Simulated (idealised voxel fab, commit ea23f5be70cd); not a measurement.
The document below concerns the process module designated voxel self aligned contacts.
Each square cell in cross-section cut measures 5 nm, and the section as a whole is 210 nm wide.
We lay out every cross-section as a grid of square cells and spell it out in bands from the top down, where one band means one or more rows of cells.
Each band's line starts with the height of the band's top and of its bottom, in nm. Then come its materials from left to right, each with its width in nm. One material with "everywhere" fills the band from edge to edge. "air" is empty space.
Heights are reckoned from 0. Under this level, the received wafer is all of one material. The bottommost band is open-ended downward, for example "from 0 down".
The expression "30 to 40" gives the width at the extremes of the band, the first number at its top row of cells and the second at its bottom row, with the width changing by equal amounts from each row to the next in between.
A step reported as "nothing changed" is a step in which no cell of the cross-section changed.
In the "Enclosed internal cavities" entry, you get each enclosed empty space of 8 cells or more, one with no open way to the top, written width x height at distance, distance from the left edge, in nm.
On each step's line, the part that comes after the settings is the simulator's own comment on the step.
If you see "overlay nm" on a step's line and that step has a mask, it's telling you how far right of where it was planned the mask ended up; a negative number means it went left instead.
## List of planned process steps
| 1 | RECEIVE,material Si |
| 2 | CONFORMAL_DEP,material SiO2,thk nm 5 |
| 3 | DIRECTIONAL_DEP,material polySi,thk nm 30 |
| 4 | DIRECTIONAL_DEP,material SiN,thk nm 20 |
| 5 | PATTERN,tone cover,mask id GATE,material resist,width nm 30,pitch nm 55,thk nm 15,overlay nm 0 |
| 6 | DIRECTIONAL_ETCH,etch materials SiN,depth nm 20 |
| 7 | DIRECTIONAL_ETCH,etch materials polySi,depth nm 30 |
| 8 | STRIP,etch materials resist |
| 9 | CONFORMAL_DEP,material SiN,thk nm 5 |
| 10 | DIRECTIONAL_ETCH,etch materials SiN,depth nm 5 |
| 11 | FILL_DEP,material SiO2,thk nm 15 |
| 12 | CMP,height nm 60 |
| 13 | MASKED_ETCH,tone open,mask id CONTACT,width nm 35,pitch nm 55,etch materials SiO2,depth nm 60,overlay nm 0 |
| 14 | CONFORMAL_DEP,material TiN,thk nm 5 |
| 15 | FILL_DEP,material W,thk nm 5 |
| 16 | CMP,height nm 60 |
| 17 | CONFORMAL_DEP,material SiCN,thk nm 5 |
## Cross-section, incoming material, after step 1
* from 0 down = Si everywhere
* Enclosed internal cavities: none
## The first of two wafers, cross-sectioned at the end of the module, with the run proceeding as planned
* from 65 to 60 = SiCN everywhere
* from 60 to 55 = SiO2=60; TiN=15; W=5; TiN=15; SiO2=20; TiN=15; W=5; TiN=15; SiO2=60
* from 55 to 35 = SiO2=30; SiN=40; TiN=5; W=5; TiN=5; SiN=40; TiN=5; W=5; TiN=5; SiN=40; SiO2=30
* from 35 to 5 = SiO2=30; SiN=5; polySi=30; SiN=5; TiN=5; W=5; TiN=5; SiN=5; polySi=30; SiN=5; TiN=5; W=5; TiN=5; SiN=5; polySi=30; SiN=5; SiO2=30
* from 5 to 0 = SiO2=70; TiN=15; SiO2=40; TiN=15; SiO2=70
* from 0 down = Si everywhere
* Enclosed internal cavities: none
## Here is the second of the two wafers cut open at the end of the module - same start, same plan as the first one, but we made one mistake running it
* from 65 to 60 = SiCN everywhere
* from 60 to 55 = SiO2=60; TiN=15; W=5; TiN=15; SiO2=20; TiN=15; W=5; TiN=15; SiO2=60
* from 55 to 35 = SiO2=30; SiN=40; TiN=5; W=5; TiN=5; SiN=40; TiN=5; W=5; TiN=5; SiN=40; SiO2=30
* from 35 to 10 = SiO2=30; SiN=5; polySi=30; SiN=5; TiN=5; W=5; TiN=5; SiN=5; polySi=30; SiN=5; TiN=5; W=5; TiN=5; SiN=5; polySi=30; SiN=5; SiO2=30
* from 10 to 5 = SiO2=30; SiN=5; polySi=30; SiN=5; TiN=15; SiN=5; polySi=30; SiN=5; TiN=15; SiN=5; polySi=30; SiN=5; SiO2=30
* from 5 to 0 = SiCN everywhere
* from 0 down = Si everywhere
* Enclosed internal cavities: none
The plan and the run diverged here: rather than as planned, step 2 actually ran as CONFORMAL_DEP,material SiCN,thk nm 5
Per the end-of-run cell counts, the second wafer holds more or fewer of some materials than the first: +42 SiCN; -36 SiO2; -4 TiN; -2 W
